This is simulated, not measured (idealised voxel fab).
A process module follows: voxel spacer lines.
It is cross-section cut that appears here, measuring 165 nm in width, its square cells being 5 nm in size.
Format of a cross-section: grid, square cells. Given as bands. Order: top down. Band: one or more rows of cells. Heights first: top, then bottom, in nm. Then materials, left to right, each with a width in nm. "throughout" on a single material: fills the band edge to edge. "empty": empty space. Height datum 0, below which the as-received substrate wafer is one material. Lowest band open at the bottom, running downward: "0 nm and below". A width such as "30 to 40" changes by the same amount from each row of cells to the next, from the band's top row to its bottom row. Basically "no change occurred" means that step didn't change any cell in the cross-section. Empty spaces counting at least 8 cells and having no open way to the top are listed in "Listed closed voids". The notation width x height at distance is used for each, the distance being from the left edge and all three values in nm. Note: text after step settings on the step line = simulator remark on that step. Regarding "overlay nm": on a step with a mask, it is the distance the mask lay to the right of its planned place; a negative value places it to the left.

These are the steps we planned for the process:
| 1 | RECEIVE: material Si |
| 2 | CONFORMAL_DEP: material SiO2, thk nm 5 |
| 3 | DIRECTIONAL_DEP: material W, thk nm 20 |
| 4 | DIRECTIONAL_DEP: material polySi, thk nm 30 |
| 5 | PATTERN: tone cover, mask id MANDREL, material resist, width nm 20, pitch nm 60, thk nm 40, overlay nm 0 |
| 6 | DIRECTIONAL_ETCH: etch materials polySi, depth nm 30 |
| 7 | STRIP: etch materials resist |
| 8 | CONFORMAL_DEP: material SiN, thk nm 10 |
| 9 | DIRECTIONAL_ETCH: etch materials SiN, depth nm 10 |
| 10 | STRIP: etch materials polySi |
| 11 | DIRECTIONAL_ETCH: etch materials W, depth nm 10 |
| 12 | STRIP: etch materials SiN |
Be aware that, although all wafers share a common starting state, the depth nm at step 11 differs among them, and the plan displays the first wafer's value.

Cross-section, first of several wafers, as delivered after step 1:
  0 nm and below  Si throughout
  Listed closed voids: none

Quick look at the cross-section of the first of several wafers after step 12, which wraps up the module:
  25 nm to 15 nm  30 nm empty / 10 nm W / 20 nm empty / 10 nm W / 20 nm empty / 10 nm W / 20 nm empty / 10 nm W / 35 nm empty
  15 nm to 5 nm  W throughout
  5 nm to 0 nm  SiO2 throughout
  0 nm and below  Si throughout
  Listed closed voids: none

A cross-section through the last wafer at the close of the module:
  25 nm to 5 nm  30 nm empty / 10 nm W / 20 nm empty / 10 nm W / 20 nm empty / 10 nm W / 20 nm empty / 10 nm W / 35 nm empty
  5 nm to 0 nm  SiO2 throughout
  0 nm and below  Si throughout
  Listed closed voids: none

Below: a row per wafer. Contents at end of module: for every material, cells gained since receipt (+) or lost since receipt (-); then closed voids:
depth nm 10, +33 SiO2, +82 W, Listed closed voids: none
depth nm 15, +33 SiO2, +57 W, Listed closed voids: none
depth nm 20, +33 SiO2, +32 W, Listed closed voids: none
depth nm 25, +33 SiO2, +32 W, Listed closed voids: none
depth nm 30, +33 SiO2, +32 W, Listed closed voids: none
depth nm 35, +33 SiO2, +32 W, Listed closed voids: none
